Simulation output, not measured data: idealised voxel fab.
Process module under the name voxel released beams
We display cut, a cross-section 280 nm in width whose square cells are each 5 nm.
Bands, listed from the top down, are how a cross-section gets written in this document; the cross-section itself is a grid of square cells, and a band is one or more rows of them.
Top height, bottom height, nm. Materials left to right, width each, nm. Single material + "edge to edge" = fills band edge to edge. "air" = empty.
Counting heights begins at 0, where everything beneath is, in the wafer as received, one material. The lowest band has no bottom; it goes on downwards, as "top 0, no bottom" shows.
So if you see something like "30->40" for the width, read it as the top row of the band sitting at the first number and the bottom row at the second, with every row in between moving by the same amount as the last.
Where a step carries "all unchanged", the cross-section came out of it unchanged, cell for cell.
In the "Sealed cavities" entry, you get each enclosed empty space of 8 cells or more, one with no open way to the top, written width x height at distance, distance from the left edge, in nm.
On a step's line, text after the settings is the simulator commenting on that step.
"overlay nm" answers the question of how far to the right of plan the mask lay on a step that has a mask, and when it is negative the answer is to the left.
### So here's the lineup of process steps we planned
1 RECEIVE: material Si
2 CONFORMAL_DEP: material SiN, thk nm 5
3 DIRECTIONAL_DEP: material SiO2, thk nm 20
4 PATTERN: tone open, mask id ANCHOR, material resist, width nm 30, thk nm 15, overlay nm 0
5 DIRECTIONAL_ETCH: etch materials SiO2, depth nm 20
6 STRIP: etch materials resist
7 CONFORMAL_DEP: material TiN, thk nm 10
8 DIRECTIONAL_DEP: material aC, thk nm 10
9 PATTERN: tone cover, mask id BEAM, material resist, width nm 105, thk nm 30, overlay nm 0
10 DIRECTIONAL_ETCH: etch materials aC, depth nm 10
11 STRIP: etch materials resist
12 DIRECTIONAL_ETCH: etch materials TiN, depth nm 10
13 STRIP: etch materials aC
14 STRIP: etch materials SiO2
### as received, after step 1
  top 0, no bottom | Si edge to edge
  Sealed cavities: none
### Cross-section taken at module completion on the first of two wafers; processed per the plan
  top 35, bottom 25 | air=85, TiN=15, air=10, TiN=80, air=90
  top 25, bottom 15 | air=90, TiN=10, air=10, TiN=10, air=160
  top 15, bottom 5 | air=90, TiN=30, air=160
  top 5, bottom 0 | SiN edge to edge
  top 0, no bottom | Si edge to edge
  Sealed cavities: none
### So this is wafer number two of the two, cut at the end of the module - it started where the first did and had the same plan, we just got one thing wrong running it
  top 25, bottom 5 | SiO2=90, air=30, SiO2=160
  top 5, bottom 0 | SiN edge to edge
  top 0, no bottom | Si edge to edge
  Sealed cavities: none
Misprocessing identified: step 14 ran differently from the plan; actual operation with settings: STRIP: etch materials TiN
Count the cells at the end and the second wafer has more or fewer of some materials than the first: SiO2 +200, TiN -58
